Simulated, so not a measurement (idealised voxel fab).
A process module follows: voxel capacitor over wiring.
We display cut, a cross-section 210 nm in width whose square cells are each 5 nm.
A cross-section in this document is a grid of square cells, and it is written down as bands, the top band listed before the ones below it; a band is made up of one or more rows of cells. Read a band's entry like this: the first values are the height of its top and the height of its bottom in nm, and what follows is the sequence of materials from left to right, each with its width in nm. Note that "blank" is empty space, and that a single material marked "all across" reaches across the band from edge to edge. Height 0 is the level under which the wafer as received is all one material. The lowest band goes on downwards, as in "0 -> down". It should be noted that a width expressed as "30 to 40" varies in equal increments from row to row of cells within the band, taking the value of the first number at the top row and that of the second number at the bottom row. Basically "no change" means that step didn't change any cell in the cross-section. Any empty space of 8 cells or more lacking an open way to the top shows up in "Sealed cavities" as width x height at distance, distance from the left edge, in nm. If you see something after the settings on a step's line, that's the simulator's own remark about that step. "overlay nm" denotes, for a step that has a mask, the displacement of the mask to the right of its planned place, with negative values corresponding to the left.
**Planned step list for the process**
1: RECEIVE, material Si
2: CONFORMAL_DEP, material SiO2, thk nm 15
3: CONFORMAL_DEP, material SiCN, thk nm 5
4: DIRECTIONAL_DEP, material SiO2, thk nm 25
5: MASKED_ETCH, tone open, mask id METAL_1, width nm 25, pitch nm 75, etch materials SiO2, depth nm 25, overlay nm 0
6: MASKED_ETCH, tone open, mask id METAL_1, width nm 25, pitch nm 75, etch materials SiCN, depth nm 5, overlay nm 0
7: CONFORMAL_DEP, material TiN, thk nm 5
8: FILL_DEP, material W, thk nm 10
9: CMP, height nm 45
10: EPI, material Ru, thk nm 5
11: FILL_DEP, material SiCN, thk nm 5
12: DIRECTIONAL_DEP, material SiO2, thk nm 10
13: MASKED_ETCH, tone open, mask id PLUG_1, width nm 15, etch materials SiO2, depth nm 10, overlay nm 0
14: MASKED_ETCH, tone open, mask id PLUG_1, width nm 15, etch materials SiCN, depth nm 5, overlay nm 0
15: CONFORMAL_DEP, material TiN, thk nm 5
16: FILL_DEP, material W, thk nm 5
17: CMP, height nm 65
18: DIRECTIONAL_DEP, material TiN, thk nm 10
19: DIRECTIONAL_DEP, material Al2O3, thk nm 5
20: DIRECTIONAL_DEP, material TiN, thk nm 10
21: PATTERN, tone cover, mask id UPPER_PLATE, material resist, width nm 55, thk nm 20, overlay nm 0
22: DIRECTIONAL_ETCH, etch materials TiN, depth nm 10
23: DIRECTIONAL_ETCH, etch materials Al2O3, depth nm 5
24: STRIP, etch materials resist
25: PATTERN, tone cover, mask id LOWER_PLATE, material resist, width nm 55, thk nm 15, overlay nm 0
26: DIRECTIONAL_ETCH, etch materials TiN, depth nm 10
27: STRIP, etch materials resist
28: FILL_DEP, material SiO2, thk nm 20
29: CMP, height nm 105
30: PATTERN, tone open, mask id PLUG_2, material resist, width nm 15, thk nm 20, overlay nm 0
31: DIRECTIONAL_ETCH, etch materials SiO2, depth nm 15
32: STRIP, etch materials resist
33: CONFORMAL_DEP, material TiN, thk nm 5
34: FILL_DEP, material Ru, thk nm 5
35: CMP, height nm 105
36: CONFORMAL_DEP, material SiCN, thk nm 5
varied across the wafers: width nm of step 25. The plan shows the first wafer's value. All wafers start alike
**Cross-section of the first of several received wafers, showing its state after step 1**
* 0 -> down = Si all across
* Sealed cavities: none
**Where each wafer stands at the end of the module, a row apiece: cells of each material gained (+) or lost (-) since it was received, then closed voids**
width nm 55, +11 Al2O3, +16 Ru, +141 SiCN, +636 SiO2, +88 TiN, +32 W, Sealed cavities: none
width nm 60, +11 Al2O3, +16 Ru, +141 SiCN, +634 SiO2, +90 TiN, +32 W, Sealed cavities: none
width nm 65, +11 Al2O3, +16 Ru, +141 SiCN, +632 SiO2, +92 TiN, +32 W, Sealed cavities: none
width nm 70, +11 Al2O3, +16 Ru, +141 SiCN, +630 SiO2, +94 TiN, +32 W, Sealed cavities: none
width nm 75, +11 Al2O3, +16 Ru, +141 SiCN, +628 SiO2, +96 TiN, +32 W, Sealed cavities: none
width nm 80, +11 Al2O3, +16 Ru, +141 SiCN, +626 SiO2, +98 TiN, +32 W, Sealed cavities: none
